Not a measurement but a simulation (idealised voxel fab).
You're looking at the process module voxel wiring stack.
The figure presents cross-section cut, which has a width of 280 nm and is divided into square cells with an edge length of 5 nm.
A cross-section in this document is a grid of square cells, and it is written down as bands, the top band listed before the ones below it; a band is made up of one or more rows of cells. Band entry format. Leading values: height of top, height of bottom, nm. Remainder: materials in left-to-right order, each with its width in nm. Special words: "all across" on a single material, which then fills the band edge to edge; "blank", empty space. We count height from 0. Below that, the starting wafer is all one material. The lowest band never ends at the bottom but goes on down; see "top 0, no bottom" for how that is written. A width given as "30..40" starts at the first number in the band's top row and ends at the second number in its bottom row, shifting by an equal amount at every step from row to row. "same as before", as given for a step, is the statement that not any cell of the cross-section underwent a change during that step. "Enclosed empty spaces" enumerates empty spaces isolated from the top, with no open way to it, that contain at least 8 cells, giving each as width x height at distance from the left edge, all three in nm. Whatever follows a step's settings on its line is a remark the simulator itself makes about that step. Among the settings permitted on a step's line is "overlay nm"; applied to a step with a mask, it specifies the extent to which the mask lay to the right of its planned position, whereas a negative figure signifies a position to the left.

[This section lists the process steps that were planned]
1,RECEIVE: material Si
2,CONFORMAL_DEP: material SiO2, thk nm 10
3,CONFORMAL_DEP: material SiN, thk nm 5
4,DIRECTIONAL_DEP: material lowk, thk nm 15
5,DIRECTIONAL_DEP: material aC, thk nm 10
6,PATTERN: tone open, mask id METAL_1, material resist, width nm 25, pitch nm 40, thk nm 30, overlay nm 0
7,DIRECTIONAL_ETCH: etch materials aC, depth nm 10
8,STRIP: etch materials resist
9,DIRECTIONAL_ETCH: etch materials lowk, depth nm 15
10,DIRECTIONAL_ETCH: etch materials SiN, depth nm 5
11,STRIP: etch materials aC
12,CONFORMAL_DEP: material TiN, thk nm 5
13,FILL_DEP: material Cu, thk nm 5
14,CMP: height nm 30
15,CONFORMAL_DEP: material SiCN, thk nm 5
16,DIRECTIONAL_DEP: material lowk, thk nm 20
17,DIRECTIONAL_DEP: material aC, thk nm 15
18,PATTERN: tone open, mask id PLUG_1, material resist, width nm 15, pitch nm 40, thk nm 35, overlay nm 0
19,DIRECTIONAL_ETCH: etch materials aC, depth nm 15
20,STRIP: etch materials resist
21,DIRECTIONAL_ETCH: etch materials lowk, depth nm 20
22,DIRECTIONAL_ETCH: etch materials SiCN, depth nm 5
23,STRIP: etch materials aC
24,CONFORMAL_DEP: material TiN, thk nm 5
25,FILL_DEP: material Ru, thk nm 5
26,CMP: height nm 55
27,CONFORMAL_DEP: material SiCN, thk nm 5
28,DIRECTIONAL_DEP: material lowk, thk nm 25
29,MASKED_ETCH: tone open, mask id METAL_2, width nm 25, pitch nm 40, etch materials lowk, depth nm 25, overlay nm 0
30,MASKED_ETCH: tone open, mask id METAL_2, width nm 25, pitch nm 40, etch materials SiCN, depth nm 5, overlay nm 0
31,CONFORMAL_DEP: material TiN, thk nm 5
32,FILL_DEP: material Cu, thk nm 5
33,CMP: height nm 85
34,CONFORMAL_DEP: material SiN, thk nm 5

[Cross-section of the wafer upon arrival, representing the state reached after step 1]
	top 0, no bottom: Si all across
	Enclosed empty spaces: none

[Run as planned - first of the two wafers cross-sectioned at the end of the module]
	top 90, bottom 85: SiN all across
	top 85, bottom 60: lowk (105); TiN (5); Cu (15); TiN (5); lowk (15); TiN (5); Cu (15); TiN (5); lowk (110)
	top 60, bottom 55: SiCN (105); TiN (25); SiCN (15); TiN (25); SiCN (110)
	top 55, bottom 35: lowk (105); TiN (5); Ru (5); TiN (5); lowk (25); TiN (5); Ru (5); TiN (5); lowk (120)
	top 35, bottom 30: SiCN (105); TiN (15); SiCN (25); TiN (15); SiCN (120)
	top 30, bottom 15: lowk (105); TiN (5); Cu (15); TiN (5); lowk (15); TiN (5); Cu (15); TiN (5); lowk (110)
	top 15, bottom 10: SiN (105); TiN (25); SiN (15); TiN (25); SiN (110)
	top 10, bottom 0: SiO2 all across
	top 0, no bottom: Si all across
	Enclosed empty spaces: none

[End-of-module cross-section of the second wafer: identical starting point and process plan to the first, with one processing mistake]
	top 90, bottom 85: SiN all across
	top 85, bottom 60: lowk (105); TiN (5); Cu (15); TiN (5); lowk (15); TiN (5); Cu (15); TiN (5); lowk (110)
	top 60, bottom 55: SiCN (105); TiN (25); SiCN (15); TiN (25); SiCN (110)
	top 55, bottom 35: lowk (105); TiN (5); Ru (5); TiN (5); lowk (25); TiN (5); Ru (5); TiN (5); lowk (120)
	top 35, bottom 30: SiCN (105); TiN (15); SiCN (25); TiN (15); SiCN (120)
	top 30, bottom 20: lowk (105); TiN (5); Cu (15); TiN (5); lowk (15); TiN (5); Cu (15); TiN (5); lowk (110)
	top 20, bottom 15: lowk (105); TiN (25); lowk (15); TiN (25); lowk (110)
	top 15, bottom 5: SiO2 all across
	top 5, bottom 0: SiN all across
	top 0, no bottom: Si all across
	Enclosed empty spaces: none
What broke from the plan during processing? step 2 ran in the slot meant for step 3, and vice versa
End check, counted in cells, second wafer has more or fewer of these materials than the first: -6 Cu | +10 SiN | -4 TiN
